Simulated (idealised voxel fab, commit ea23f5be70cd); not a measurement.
Process module in this document: voxel wiring stack
This is section cut - it's 195 nm across, gridded in 5 nm square cells.
Throughout this document, each cross-section is represented as a grid of square cells and is presented as a sequence of bands enumerated from the top downward, where a band comprises one or more rows of cells. The entry gives the band's vertical extent as a top height and a bottom height in nm, then its horizontal make-up as materials from left to right, each with a width in nm. "air" stands for empty space; a single material marked "full width" fills the band edge to edge. Heights are expressed relative to 0, this being the level below which the as-received wafer comprises one material exclusively. The lowest band is unbounded in the downward direction and is denoted as in "0 and below". A two-number width, for instance "30->40", indicates that the width is equal to the first number in the top row of the band and to the second number in the bottom row, and that it changes by a constant amount per row of cells. You'll sometimes find "no modifications" written for a step, and that's the way of saying that nowhere in the cross-section did a cell change during that step. This entry, "Voids lacking openings", enumerates those empty regions of no fewer than 8 cells that possess no open connection to the top. Each region is reported in the form width x height at distance, the distance being taken from the left edge, with all three quantities expressed in nm. Where a step's line continues beyond its settings, the continuation is a remark by the simulator itself on that step. Each step line may optionally specify "overlay nm", which for a step with a mask gives the rightward distance between the mask's planned place and where it lay, a negative value indicating the leftward direction.
Listed below are the process steps as planned
1,RECEIVE [material Si]
2,CONFORMAL_DEP [material SiO2] [thk nm 15]
3,CONFORMAL_DEP [material SiCN] [thk nm 5]
4,DIRECTIONAL_DEP [material lowk] [thk nm 20]
5,MASKED_ETCH [tone open] [mask id METAL_1] [width nm 25] [pitch nm 40] [etch materials lowk] [depth nm 20] [overlay nm -15]
6,MASKED_ETCH [tone open] [mask id METAL_1] [width nm 25] [pitch nm 40] [etch materials SiCN] [depth nm 5] [overlay nm 0]
7,CONFORMAL_DEP [material TiN] [thk nm 5]
8,FILL_DEP [material Cu] [thk nm 10]
9,CMP [height nm 40]
10,EPI [material Ru] [thk nm 5]
11,FILL_DEP [material SiCN] [thk nm 5]
12,DIRECTIONAL_DEP [material lowk] [thk nm 25]
13,DIRECTIONAL_DEP [material aC] [thk nm 15]
14,PATTERN [tone open] [mask id METAL_2] [material resist] [width nm 25] [pitch nm 40] [thk nm 35] [overlay nm 0]
15,DIRECTIONAL_ETCH [etch materials aC] [depth nm 15]
16,STRIP [etch materials resist]
17,DIRECTIONAL_ETCH [etch materials lowk] [depth nm 15]
18,STRIP [etch materials aC]
19,PATTERN [tone open] [mask id METAL_2_HOLES] [material resist] [width nm 15] [pitch nm 40] [thk nm 20] [overlay nm 0]
20,DIRECTIONAL_ETCH [etch materials lowk] [depth nm 10]
21,DIRECTIONAL_ETCH [etch materials SiCN] [depth nm 5]
22,STRIP [etch materials resist]
23,CONFORMAL_DEP [material TiN] [thk nm 5]
24,FILL_DEP [material Cu] [thk nm 10]
25,CMP [height nm 75]
26,CONFORMAL_DEP [material SiCN] [thk nm 5]
The value of overlay nm given for step 5 in the plan refers to the first wafer; the wafers vary in this setting and are alike at the start.
First wafer as received, after step 1
* 0 and below = Si full width
* Voids lacking openings: none
The table below has one row for each wafer; a row shows, as of the end of the module, how many cells of each material the wafer has gained, marked (+), or lost, marked (-), since it was received, and then the wafer's closed voids
overlay nm -15, +36 Cu, +14 Ru, +132 SiCN, +117 SiO2, +56 TiN, +269 lowk, Voids lacking openings: none
overlay nm -10, +38 Cu, +14 Ru, +130 SiCN, +117 SiO2, +56 TiN, +269 lowk, Voids lacking openings: none
overlay nm -5, +40 Cu, +14 Ru, +128 SiCN, +117 SiO2, +56 TiN, +269 lowk, Voids lacking openings: none
overlay nm 0, +42 Cu, +14 Ru, +126 SiCN, +117 SiO2, +56 TiN, +269 lowk, Voids lacking openings: none
overlay nm 5, +40 Cu, +14 Ru, +128 SiCN, +117 SiO2, +56 TiN, +269 lowk, Voids lacking openings: none
overlay nm 10, +38 Cu, +14 Ru, +130 SiCN, +117 SiO2, +56 TiN, +269 lowk, Voids lacking openings: none
overlay nm 15, +36 Cu, +14 Ru, +132 SiCN, +117 SiO2, +56 TiN, +269 lowk, Voids lacking openings: none
